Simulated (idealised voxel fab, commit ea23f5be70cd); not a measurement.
Process module, titled voxel ribs on slabs
Square cell edge 5 nm, section width 210 nm, ID cut.
Cross-sections here: square-cell grids, written as top-down lists of bands, a band being one or more rows of cells.
In this notation a band is specified by the heights of its top and bottom, in that order and in nm, after which its materials appear from left to right, each paired with its width in nm. The word "throughout" attached to a single material means that material fills the band from edge to edge; the word "blank" stands for empty space.
All heights in this document are referenced to 0, defined as the level beneath which the wafer, as received, consists entirely of one material. The lowest band is not bounded below; it extends indefinitely downward and is written in the form "0 down".
Per-row width for "30..40": begins at first number (top row of band), ends at second number (bottom row), increment between rows held constant.
"identical to before" means the step left every cell of the cross-section as it was.
Basically, "Tabulated closed voids" tells you about the enclosed voids: empty spaces with no open way to the top, 8 cells or bigger, each written width x height at distance, where distance is from the left edge, all in nm.
Note: text after step settings on the step line = simulator remark on that step.
overlay nm: how far to the right of its planned place the mask lay on this masked step (negative: to the left).

-- Listed below are the process steps as planned
| 1 | RECEIVE, material Si |
| 2 | DIRECTIONAL_DEP, material SiO2, thk nm 25 |
| 3 | DIRECTIONAL_DEP, material SiN, thk nm 25 |
| 4 | MASKED_ETCH, tone cover, mask id RIB, width nm 15, etch materials SiN, depth nm 10, overlay nm 0 |
| 5 | PATTERN, tone cover, mask id SLAB, material resist, width nm 55, thk nm 15, overlay nm 0 |
| 6 | DIRECTIONAL_ETCH, etch materials SiN, depth nm 15 |
| 7 | STRIP, etch materials resist |
| 8 | FILL_DEP, material SiO2, thk nm 25 |
| 9 | CMP, height nm 70 |
| 10 | DIRECTIONAL_DEP, material TiN, thk nm 5 |
| 11 | PATTERN, tone cover, mask id HEATER, material resist, width nm 25, thk nm 20, overlay nm 0 |
| 12 | DIRECTIONAL_ETCH, etch materials TiN, depth nm 5 |
| 13 | STRIP, etch materials resist |
| 14 | CONFORMAL_DEP, material SiN, thk nm 10 |
varied across the wafers: width nm of step 5. The plan shows the first wafer's value. All wafers start alike

-- Cut through the first of several wafers as received, post step 1
  0 down  Si throughout
  Tabulated closed voids: none

-- Quick key for the table: a row per wafer, taken at the end of the module. For each material it tells you how many cells the wafer gained (+) or lost (-) since it came in, and the closed voids come after
width nm 55; +127 SiN; +549 SiO2; +5 TiN; Tabulated closed voids: none
width nm 60; +130 SiN; +546 SiO2; +5 TiN; Tabulated closed voids: none
width nm 65; +133 SiN; +543 SiO2; +5 TiN; Tabulated closed voids: none
width nm 70; +136 SiN; +540 SiO2; +5 TiN; Tabulated closed voids: none
width nm 75; +139 SiN; +537 SiO2; +5 TiN; Tabulated closed voids: none
width nm 80; +142 SiN; +534 SiO2; +5 TiN; Tabulated closed voids: none
